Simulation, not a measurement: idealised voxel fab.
Proc. module: voxel ribs on slabs
The width of the displayed cross-section, cut, is 165 nm; its cells are square, with a size of 5 nm.
Cross-section, as written here: a square-cell grid given band by band from the top down, where a band holds one or more rows of cells. Within each band entry, the heights of the top and of the bottom of the band appear first, in that order and in nm; the materials of the band then follow from left to right, each with its corresponding width in nm. The designation "full width" on a single material indicates that it fills the band from edge to edge; the designation "blank" indicates empty space. We count height from 0. Below that, the starting wafer is all one material. The lowest band never ends at the bottom but goes on down; see "0 and below" for how that is written. Quick explanation for "30->40": the width changes in equal steps down the rows of cells, from the first number in the band's top row to the second number in its bottom row. "remains unaltered" for a step: no cell of the cross-section changed in that step. If an empty space has no open way to the top and is at least 8 cells in size, "Catalogued sealed voids" lists it, written width x height at distance, where distance is measured from the left edge and every value is in nm. after a step's settings: what the simulator itself notes on the step. overlay nm: step with mask; distance mask lay right of planned place; negative value = left of planned place.
[List of planned process steps]
- 1: RECEIVE (material Si)
- 2: DIRECTIONAL_DEP (material SiO2; thk nm 20)
- 3: DIRECTIONAL_DEP (material SiN; thk nm 15)
- 4: PATTERN (tone cover; mask id RIB; material resist; width nm 15; thk nm 20; overlay nm 0)
- 5: DIRECTIONAL_ETCH (etch materials SiN; depth nm 5)
- 6: STRIP (etch materials resist)
- 7: MASKED_ETCH (tone cover; mask id SLAB; width nm 55; etch materials SiN; depth nm 10; overlay nm 0)
- 8: FILL_DEP (material SiO2; thk nm 25)
- 9: CMP (height nm 55)
- 10: DIRECTIONAL_DEP (material TiN; thk nm 10)
- 11: DIRECTIONAL_DEP (material aC; thk nm 10)
- 12: PATTERN (tone cover; mask id HEATER; material resist; width nm 25; thk nm 30; overlay nm 0)
- 13: DIRECTIONAL_ETCH (etch materials aC; depth nm 10)
- 14: STRIP (etch materials resist)
- 15: DIRECTIONAL_ETCH (etch materials TiN; depth nm 10)
- 16: STRIP (etch materials aC)
- 17: CONFORMAL_DEP (material SiO2; thk nm 10)
[The cross-section here shows the wafer as received, i.e. in its state after step 1]
  0 and below | Si full width
  Catalogued sealed voids: none
[Looking at the first of two wafers in cross-section at end of module - ran to plan]
  75 down to 65 | blank (60), SiO2 (45), blank (60)
  65 down to 55 | SiO2 (70), TiN (25), SiO2 (70)
  55 down to 35 | SiO2 full width
  35 down to 30 | SiO2 (75), SiN (15), SiO2 (75)
  30 down to 20 | SiO2 (55), SiN (55), SiO2 (55)
  20 down to 0 | SiO2 full width
  0 and below | Si full width
  Catalogued sealed voids: none
[This cross-section belongs to the second wafer of two at the end of the module; the start and the plan were shared with the first, and the run included one mistake]
  75 down to 65 | blank (60), SiO2 (45), blank (60)
  65 down to 55 | SiO2 (70), TiN (25), SiO2 (70)
  55 down to 20 | SiN full width
  20 down to 0 | SiO2 full width
  0 and below | Si full width
  Catalogued sealed voids: none
In executing the process, a mistake was made relative to the plan: step 8 was run on a setting that differed from the plan, and what really ran there is FILL_DEP (material SiN; thk nm 25)
Cell-count delta at end, second wafer over first, by material: SiN +206 | SiO2 -206
